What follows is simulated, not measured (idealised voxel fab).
A process module follows: voxel gate over fins.
Section shown: cut. Width: 240 nm. Cell size: 5 nm, square.
Cross-sections here: square-cell grids, written as top-down lists of bands, a band being one or more rows of cells. The entry gives the band's vertical extent as a top height and a bottom height in nm, then its horizontal make-up as materials from left to right, each with a width in nm. "air" stands for empty space; a single material marked "edge to edge" fills the band edge to edge. Height is counted from the level 0, under which the received wafer is composed throughout of one material. The lowest of the bands is not closed at the bottom but continues downward, in the notation "0 nm and below". Per-row width for "30->40": begins at first number (top row of band), ends at second number (bottom row), increment between rows held constant. Given "no alterations made" for a step, no cell of the cross-section differs between before and after that step. Reported under the label "closed voids" are the empty spaces having no open way to the top and comprising 8 cells or more; the notation for each is width x height at distance, in which the distance is measured from the left edge and all three values are in nm. What comes after the settings on a step's line is commentary from the simulator itself on that step. Each step line may optionally specify "overlay nm", which for a step with a mask gives the rightward distance between the mask's planned place and where it lay, a negative value indicating the leftward direction.

-- Listed below are the process steps as planned
1. op RECEIVE | material Si
2. op CONFORMAL_DEP | material SiN | thk nm 5
3. op PATTERN | tone cover | mask id FINS | material resist | width nm 15 | pitch nm 40 | thk nm 15 | overlay nm 0
4. op DIRECTIONAL_ETCH | etch materials SiN | depth nm 5
5. op DIRECTIONAL_ETCH | etch materials Si | depth nm 30
6. op STRIP | etch materials resist
7. op OXIDIZE | depth nm 5
8. op FILL_DEP | material SiO2 | thk nm 15
9. op CMP | height nm 5
10. op SELECTIVE_ETCH | etch materials SiO2 | depth nm 15
11. op STRIP | etch materials SiN
12. op CONFORMAL_DEP | material HfO2 | thk nm 5
13. op CONFORMAL_DEP | material TiN | thk nm 5
14. op FILL_DEP | material W | thk nm 10
15. op CMP | height nm 15
16. op CONFORMAL_DEP | material SiN | thk nm 5

-- Cross-section of the incoming wafer, state after step 1
- 0 nm and below = Si edge to edge
- closed voids: none

-- As-planned run: cross-section of the first of two wafers at end of module
- 20 nm to 15 nm = SiN edge to edge
- 15 nm to 10 nm = W edge to edge
- 10 nm to 5 nm = W=45 | TiN=25 | W=15 | TiN=25 | W=15 | TiN=25 | W=15 | TiN=25 | W=50
- 5 nm to 0 nm = W=45 | TiN=5 | HfO2=15 | TiN=5 | W=15 | TiN=5 | HfO2=15 | TiN=5 | W=15 | TiN=5 | HfO2=15 | TiN=5 | W=15 | TiN=5 | HfO2=15 | TiN=5 | W=50
- 0 nm to -5 nm = TiN=50 | HfO2=5 | Si=5 | HfO2=5 | TiN=25 | HfO2=5 | Si=5 | HfO2=5 | TiN=25 | HfO2=5 | Si=5 | HfO2=5 | TiN=25 | HfO2=5 | Si=5 | HfO2=5 | TiN=55
- -5 nm to -10 nm = HfO2=55 | Si=5 | HfO2=35 | Si=5 | HfO2=35 | Si=5 | HfO2=35 | Si=5 | HfO2=60
- -10 nm to -35 nm = SiO2=55 | Si=5 | SiO2=35 | Si=5 | SiO2=35 | Si=5 | SiO2=35 | Si=5 | SiO2=60
- -35 nm and below = Si edge to edge
- closed voids: none

-- Cross-section, second wafer: same start as the first, same plan as the first, one mistake in running it; taken at the end of the module
- 10 nm to 5 nm = SiN edge to edge
- 5 nm to 0 nm = W=45 | TiN=5 | HfO2=15 | TiN=5 | W=15 | TiN=5 | HfO2=15 | TiN=5 | W=15 | TiN=5 | HfO2=15 | TiN=5 | W=15 | TiN=5 | HfO2=15 | TiN=5 | W=50
- 0 nm to -5 nm = TiN=50 | HfO2=5 | Si=5 | HfO2=5 | TiN=25 | HfO2=5 | Si=5 | HfO2=5 | TiN=25 | HfO2=5 | Si=5 | HfO2=5 | TiN=25 | HfO2=5 | Si=5 | HfO2=5 | TiN=55
- -5 nm to -10 nm = HfO2=55 | Si=5 | HfO2=35 | Si=5 | HfO2=35 | Si=5 | HfO2=35 | Si=5 | HfO2=60
- -10 nm to -35 nm = SiO2=55 | Si=5 | SiO2=35 | Si=5 | SiO2=35 | Si=5 | SiO2=35 | Si=5 | SiO2=60
- -35 nm and below = Si edge to edge
- closed voids: none
Which mistake was made when the wafer was run? step 15, actual vs plan mismatch, actual run op CMP | height nm 5
Final tally in cells, some materials are higher or lower on the second wafer than on the first: TiN: 20 fewer, W: 76 fewer
